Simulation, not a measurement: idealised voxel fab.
process module | voxel self aligned contacts
cross-section cut | 300 nm wide | cells 5 nm
A cross-section is a grid of square cells, given in bands from the top down. A band is one or more rows of cells.
Each band's line starts with the height of the band's top and of its bottom, in nm. Then come its materials from left to right, each with its width in nm. One material with "throughout" fills the band from edge to edge. "air" is empty space.
Height 0 is the level under which the wafer as received is all one material. The lowest band goes on downwards, as in "0 down".
A width such as "30 to 40" changes by the same amount from each row of cells to the next, from the band's top row to its bottom row.
"no change" after a step means that no cell of the cross-section changed.
closed voids: empty space of 8 cells or more with no open way to the top, each as width x height at its distance from the left edge, in nm
after a step's settings: what the simulator itself notes on the step
overlay nm, on a step with a mask: how far to the right of its planned place the mask lay; to the left if negative
plan
1 op RECEIVE | material Si
2 op OXIDIZE | depth nm 5
3 op DIRECTIONAL_DEP | material polySi | thk nm 25
4 op DIRECTIONAL_DEP | material SiN | thk nm 25
5 op DIRECTIONAL_DEP | material aC | thk nm 10
6 op PATTERN | tone cover | mask id GATE | material resist | width nm 35 | pitch nm 80 | thk nm 25 | overlay nm 0
7 op DIRECTIONAL_ETCH | etch materials aC | depth nm 10
8 op STRIP | etch materials resist
9 op DIRECTIONAL_ETCH | etch materials SiN | depth nm 25
10 op DIRECTIONAL_ETCH | etch materials polySi | depth nm 25
11 op STRIP | etch materials aC
12 op CONFORMAL_DEP | material SiN | thk nm 10
13 op DIRECTIONAL_ETCH | etch materials SiN | depth nm 10
14 op FILL_DEP | material SiO2 | thk nm 15
15 op CMP | height nm 60
16 op DIRECTIONAL_DEP | material aC | thk nm 10
17 op PATTERN | tone open | mask id CONTACT | material resist | width nm 65 | pitch nm 80 | thk nm 25 | overlay nm -15
18 op DIRECTIONAL_ETCH | etch materials aC | depth nm 10
19 op STRIP | etch materials resist
20 op DIRECTIONAL_ETCH | etch materials SiO2 | depth nm 65
21 op STRIP | etch materials aC
22 op CONFORMAL_DEP | material TiN | thk nm 5
23 op FILL_DEP | material Ru | thk nm 10
24 op CMP | height nm 60
25 op CONFORMAL_DEP | material SiN | thk nm 5
varied across the wafers: overlay nm of step 17. The plan shows the first wafer's value. All wafers start alike
first wafer as received, after step 1
  0 down: Si throughout
  closed voids: none
each wafer at the end: cells of each material gained (+) or lost (-) since it was received, then its closed voids
overlay nm -15 | +88 Ru | -60 Si | +285 SiN | +288 SiO2 | +74 TiN | +105 polySi | closed voids: none
overlay nm -10 | +88 Ru | -60 Si | +285 SiN | +288 SiO2 | +74 TiN | +105 polySi | closed voids: none
overlay nm -5 | +88 Ru | -60 Si | +285 SiN | +288 SiO2 | +74 TiN | +105 polySi | closed voids: none
overlay nm 0 | +88 Ru | -60 Si | +285 SiN | +288 SiO2 | +74 TiN | +105 polySi | closed voids: none
overlay nm 5 | +88 Ru | -60 Si | +285 SiN | +288 SiO2 | +74 TiN | +105 polySi | closed voids: none
overlay nm 10 | +88 Ru | -60 Si | +285 SiN | +288 SiO2 | +74 TiN | +105 polySi | closed voids: none
overlay nm 15 | +88 Ru | -60 Si | +285 SiN | +288 SiO2 | +74 TiN | +105 polySi | closed voids: none
